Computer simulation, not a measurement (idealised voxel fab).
process module | voxel wiring stack
cross-section cut | 190 nm wide | cells 5 nm
A cross-section is a grid of square cells, given in bands from the top down. A band is one or more rows of cells.
Each band's line starts with the height of the band's top and of its bottom, in nm. Then come its materials from left to right, each with its width in nm. One material with "throughout" fills the band from edge to edge. "air" is empty space.
Height 0 is the level under which the wafer as received is all one material. The lowest band goes on downwards, as in "0 down".
A width such as "30 to 40" changes by the same amount from each row of cells to the next, from the band's top row to its bottom row.
"no change" after a step means that no cell of the cross-section changed.
closed voids: empty space of 8 cells or more with no open way to the top, each as width x height at its distance from the left edge, in nm
after a step's settings: what the simulator itself notes on the step
overlay nm, on a step with a mask: how far to the right of its planned place the mask lay; to the left if negative
plan
1 op RECEIVE | material Si
2 op CONFORMAL_DEP | material SiO2 | thk nm 10
3 op CONFORMAL_DEP | material SiCN | thk nm 5
4 op DIRECTIONAL_DEP | material lowk | thk nm 20
5 op MASKED_ETCH | tone open | mask id METAL_1 | width nm 25 | pitch nm 40 | etch materials lowk | depth nm 20 | overlay nm 0
6 op MASKED_ETCH | tone open | mask id METAL_1 | width nm 15 | pitch nm 40 | etch materials SiCN | depth nm 5 | overlay nm 0
7 op CONFORMAL_DEP | material TiN | thk nm 5
8 op FILL_DEP | material W | thk nm 10
9 op CMP | height nm 35
10 op CONFORMAL_DEP | material SiCN | thk nm 5
11 op DIRECTIONAL_DEP | material lowk | thk nm 10
12 op PATTERN | tone open | mask id PLUG_1 | material resist | width nm 15 | pitch nm 40 | thk nm 20 | overlay nm 0
13 op DIRECTIONAL_ETCH | etch materials lowk | depth nm 10
14 op DIRECTIONAL_ETCH | etch materials SiCN | depth nm 5
15 op STRIP | etch materials resist
16 op EPI | material Ru | thk nm 10
17 op EPI | material Ru | thk nm 5
18 op CONFORMAL_DEP | material SiCN | thk nm 5
19 op DIRECTIONAL_DEP | material lowk | thk nm 15
20 op DIRECTIONAL_DEP | material aC | thk nm 10
21 op PATTERN | tone open | mask id METAL_2 | material resist | width nm 25 | pitch nm 40 | thk nm 25 | overlay nm 0
22 op DIRECTIONAL_ETCH | etch materials aC | depth nm 10
23 op STRIP | etch materials resist
24 op DIRECTIONAL_ETCH | etch materials lowk | depth nm 15
25 op DIRECTIONAL_ETCH | etch materials SiCN | depth nm 5
26 op STRIP | etch materials aC
27 op CONFORMAL_DEP | material TiN | thk nm 5
28 op FILL_DEP | material Ru | thk nm 10
29 op CMP | height nm 70
30 op EPI | material Ru | thk nm 5
31 op FILL_DEP | material SiCN | thk nm 5
32 op DIRECTIONAL_DEP | material lowk | thk nm 30
33 op MASKED_ETCH | tone open | mask id METAL_3 | width nm 25 | pitch nm 40 | etch materials lowk | depth nm 20 | overlay nm 0
34 op DIRECTIONAL_DEP | material aC | thk nm 15
35 op PATTERN | tone open | mask id METAL_3_HOLES | material resist | width nm 15 | thk nm 35 | overlay nm 0
36 op DIRECTIONAL_ETCH | etch materials aC | depth nm 15
37 op STRIP | etch materials resist
38 op DIRECTIONAL_ETCH | etch materials lowk | depth nm 10
39 op DIRECTIONAL_ETCH | etch materials SiCN | depth nm 5
40 op STRIP | etch materials aC
41 op CONFORMAL_DEP | material TiN | thk nm 5
42 op FILL_DEP | material Ru | thk nm 5
43 op CMP | height nm 110
44 op CONFORMAL_DEP | material SiN | thk nm 5
varied across the wafers: width nm of step 6. The plan shows the first wafer's value. All wafers start alike
first wafer as received, after step 1
  0 down: Si throughout
  closed voids: none
first wafer at the end, after step 44
  115 to 110: SiN throughout
  110 to 95: lowk 60 | TiN 5 | Ru 15 | TiN 5 | lowk 15 | TiN 5 | Ru 15 | TiN 5 | lowk 65
  95 to 90: lowk 60 | TiN 5 | Ru 5 | TiN 15 | lowk 15 | TiN 25 | lowk 65
  90 to 80: lowk 60 | TiN 5 | Ru 5 | TiN 5 | lowk 115
  80 to 75: SiCN 60 | TiN 15 | SiCN 115
  75 to 70: SiCN 55 | Ru 35 | SiCN 5 | Ru 35 | SiCN 60
  70 to 55: lowk 60 | TiN 5 | Ru 15 | TiN 5 | lowk 15 | TiN 5 | Ru 15 | TiN 5 | lowk 65
  55 to 50: SiCN 60 | TiN 25 | SiCN 15 | TiN 25 | SiCN 65
  50 to 40: lowk 60 | Ru 15 | lowk 25 | Ru 15 | lowk 75
  40 to 35: SiCN 60 | Ru 15 | SiCN 25 | Ru 15 | SiCN 75
  35 to 20: lowk 60 | TiN 5 | W 15 | TiN 5 | lowk 15 | TiN 5 | W 15 | TiN 5 | lowk 65
  20 to 15: lowk 60 | TiN 10 | W 5 | TiN 10 | lowk 15 | TiN 10 | W 5 | TiN 10 | lowk 65
  15 to 10: SiCN 65 | TiN 15 | SiCN 25 | TiN 15 | SiCN 70
  10 to 0: SiO2 throughout
  0 down: Si throughout
  closed voids: none
last wafer at the end
  115 to 110: SiN throughout
  110 to 95: lowk 60 | TiN 5 | Ru 15 | TiN 5 | lowk 15 | TiN 5 | Ru 15 | TiN 5 | lowk 65
  95 to 90: lowk 60 | TiN 5 | Ru 5 | TiN 15 | lowk 15 | TiN 25 | lowk 65
  90 to 80: lowk 60 | TiN 5 | Ru 5 | TiN 5 | lowk 115
  80 to 75: SiCN 60 | TiN 15 | SiCN 115
  75 to 70: SiCN 55 | Ru 35 | SiCN 5 | Ru 35 | SiCN 60
  70 to 55: lowk 60 | TiN 5 | Ru 15 | TiN 5 | lowk 15 | TiN 5 | Ru 15 | TiN 5 | lowk 65
  55 to 50: SiCN 60 | TiN 25 | SiCN 15 | TiN 25 | SiCN 65
  50 to 40: lowk 60 | Ru 15 | lowk 25 | Ru 15 | lowk 75
  40 to 35: SiCN 60 | Ru 15 | SiCN 25 | Ru 15 | SiCN 75
  35 to 15: lowk 60 | TiN 5 | W 15 | TiN 5 | lowk 15 | TiN 5 | W 15 | TiN 5 | lowk 65
  15 to 10: SiCN 60 | TiN 25 | SiCN 15 | TiN 25 | SiCN 65
  10 to 0: SiO2 throughout
  0 down: Si throughout
  closed voids: none
each wafer at the end: cells of each material gained (+) or lost (-) since it was received, then its closed voids
width nm 15 | +71 Ru | +151 SiCN | +38 SiN | +76 SiO2 | +76 TiN | +20 W | +442 lowk | closed voids: none
width nm 20 | +71 Ru | +149 SiCN | +38 SiN | +76 SiO2 | +76 TiN | +22 W | +442 lowk | closed voids: none
width nm 25 | +71 Ru | +147 SiCN | +38 SiN | +76 SiO2 | +76 TiN | +24 W | +442 lowk | closed voids: none
